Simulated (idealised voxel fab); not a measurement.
This section sets out a process module, namely voxel plated lines.
FYI the section here is cut, 155 nm wide, cells are 5 nm squares.
Cross-section spec: square-cell grid; bands listed top down; each band is one or more rows. The band entry comprises the height of the band's top followed by the height of its bottom, expressed in nm, and subsequently the band's materials from left to right, each stated together with its width in nm. Where a single material is marked with the word "all across", that material fills the band from edge to edge. The word "empty" represents empty space. We count height from 0. Below that, the starting wafer is all one material. The lowest band never ends at the bottom but goes on down; see "0..down" for how that is written. Quick explanation for "30 to 40": the width changes in equal steps down the rows of cells, from the first number in the band's top row to the second number in its bottom row. Reading "identical to before" for a step: not a cell of the cross-section changed in it. Closed-off voids of 8+ cells (no open route to the top) go in "Enclosed cavity list", written width x height at distance from the left edge, in nm. That trailing text on a step's line, after the settings, is the simulator's own remark on the step. If you see "overlay nm" on a step's line and that step has a mask, it's telling you how far right of where it was planned the mask ended up; a negative number means it went left instead.
[These are the steps we planned for the process]
1: RECEIVE | material Si
2: CONFORMAL_DEP | material Al2O3 | thk nm 15
3: DIRECTIONAL_DEP | material TiN | thk nm 5
4: PATTERN | tone open | mask id LINES | material resist | width nm 15 | pitch nm 30 | thk nm 40 | overlay nm 0
5: EPI | material Ru | thk nm 10
6: EPI | material Ru | thk nm 5
7: EPI | material Ru | thk nm 5
8: STRIP | etch materials resist
9: DIRECTIONAL_ETCH | etch materials TiN | depth nm 5
10: CONFORMAL_DEP | material SiO2 | thk nm 10
[Cross-section of the wafer upon arrival, representing the state reached after step 1]
> 0..down = Si all across
> Enclosed cavity list: none
[First wafer of two, sectioned at end of module; run went per plan]
> 50..40 = empty=45 | SiO2=65 | empty=45
> 40..25 = empty=45 | SiO2=10 | Ru=15 | SiO2=15 | Ru=15 | SiO2=10 | empty=45
> 25..20 = SiO2=55 | Ru=15 | SiO2=15 | Ru=15 | SiO2=55
> 20..15 = SiO2=55 | TiN=15 | SiO2=15 | TiN=15 | SiO2=55
> 15..0 = Al2O3 all across
> 0..down = Si all across
> Enclosed cavity list: none
[Wafer two, sectioned after the module: the first wafer's start, the first wafer's plan, and one mistake in how it was run]
> 45..35 = empty=45 | SiO2=65 | empty=45
> 35..20 = empty=45 | SiO2=10 | Ru=15 | SiO2=15 | Ru=15 | SiO2=10 | empty=45
> 20..15 = SiO2=55 | Ru=15 | SiO2=15 | Ru=15 | SiO2=55
> 15..10 = SiO2=55 | TiN=15 | SiO2=15 | TiN=15 | SiO2=55
> 10..0 = Al2O3 all across
> 0..down = Si all across
> Enclosed cavity list: none
The mistake made against the process plan was this: contrary to plan, step 2 was performed as CONFORMAL_DEP | material Al2O3 | thk nm 10
At the finish, the second wafer shows more or fewer cells for some materials than the first does: -31 Al2O3
